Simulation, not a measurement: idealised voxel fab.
The process module that follows is named voxel released beams.
280 nm wide, 5 nm square cells: that's cross-section cut.
The cross-sections in this document take the form of a grid made of square cells. They are written out as bands, in order from top to bottom. Each band consists of one or more rows of cells. It is stipulated that each band's entry specify, in nanometres, the height of the top of the band and then that of its bottom, followed by the materials of the band in left-to-right sequence, each together with its width in nanometres. A single material marked by the word "full width" is understood to fill the band from edge to edge; the word "air" is understood to denote empty space. Below 0: as-received wafer, all one material; heights counted from there. Lowest band: no bottom, goes on down, written "0 nm and below". A two-number width, for instance "30..40", indicates that the width is equal to the first number in the top row of the band and to the second number in the bottom row, and that it changes by a constant amount per row of cells. Any step labelled "stayed the same" changed none of the cells in the cross-section. So "Closed-off voids" is basically the list of trapped voids: any empty space of 8 cells or more that can't reach the top through an opening. They're written width x height at distance, the distance being from the left edge, and it's all nm. Note: text after step settings on the step line = simulator remark on that step. overlay nm: mask right of planned place by this much (step with mask). Neg. = left.

### The steps planned for the process are as follows
1: RECEIVE,material Si
2: CONFORMAL_DEP,material Al2O3,thk nm 10
3: DIRECTIONAL_DEP,material SiO2,thk nm 15
4: PATTERN,tone open,mask id ANCHOR,material resist,width nm 30,thk nm 15,overlay nm 0
5: DIRECTIONAL_ETCH,etch materials SiO2,depth nm 15
6: STRIP,etch materials resist
7: CONFORMAL_DEP,material SiN,thk nm 10
8: PATTERN,tone cover,mask id BEAM,material resist,width nm 75,thk nm 15,overlay nm -15
9: DIRECTIONAL_ETCH,etch materials SiN,depth nm 10
10: STRIP,etch materials resist
11: STRIP,etch materials SiO2
Quick note for whoever runs this: the wafers start identical, but the overlay nm at step 8 isn't the same across them. The plan just shows what the first wafer had.

### So this is the first of several wafers, cross-sectioned as it came to us, meaning it's at the end of step 1
0 nm and below | Si full width
Closed-off voids: none

### Shown in cross-section: the first of several wafers at the end of the module, after its last step, step 11
35 nm to 25 nm | air 85, then SiN 30, then air 10, then SiN 35, then air 120
25 nm to 20 nm | air 105, then SiN 10, then air 10, then SiN 10, then air 145
20 nm to 10 nm | air 105, then SiN 30, then air 145
10 nm to 0 nm | Al2O3 full width
0 nm and below | Si full width
Closed-off voids: none

### Cross-sectional view of the final wafer of several at the module's end
35 nm to 25 nm | air 125, then SiN 65, then air 90
25 nm to 20 nm | air 105, then SiN 10, then air 10, then SiN 10, then air 145
20 nm to 10 nm | air 105, then SiN 30, then air 145
10 nm to 0 nm | Al2O3 full width
0 nm and below | Si full width
Closed-off voids: none

### End of module, by wafer: material-by-material cell gain (+) or loss (-) since receipt, then closed voids
overlay nm -15; +112 Al2O3; +42 SiN; Closed-off voids: none
overlay nm -10; +112 Al2O3; +42 SiN; Closed-off voids: none
overlay nm -5; +112 Al2O3; +42 SiN; Closed-off voids: none
overlay nm 0; +112 Al2O3; +42 SiN; Closed-off voids: none
overlay nm 5; +112 Al2O3; +42 SiN; Closed-off voids: none
overlay nm 10; +112 Al2O3; +42 SiN; Closed-off voids: none
overlay nm 15; +112 Al2O3; +42 SiN; Closed-off voids: none
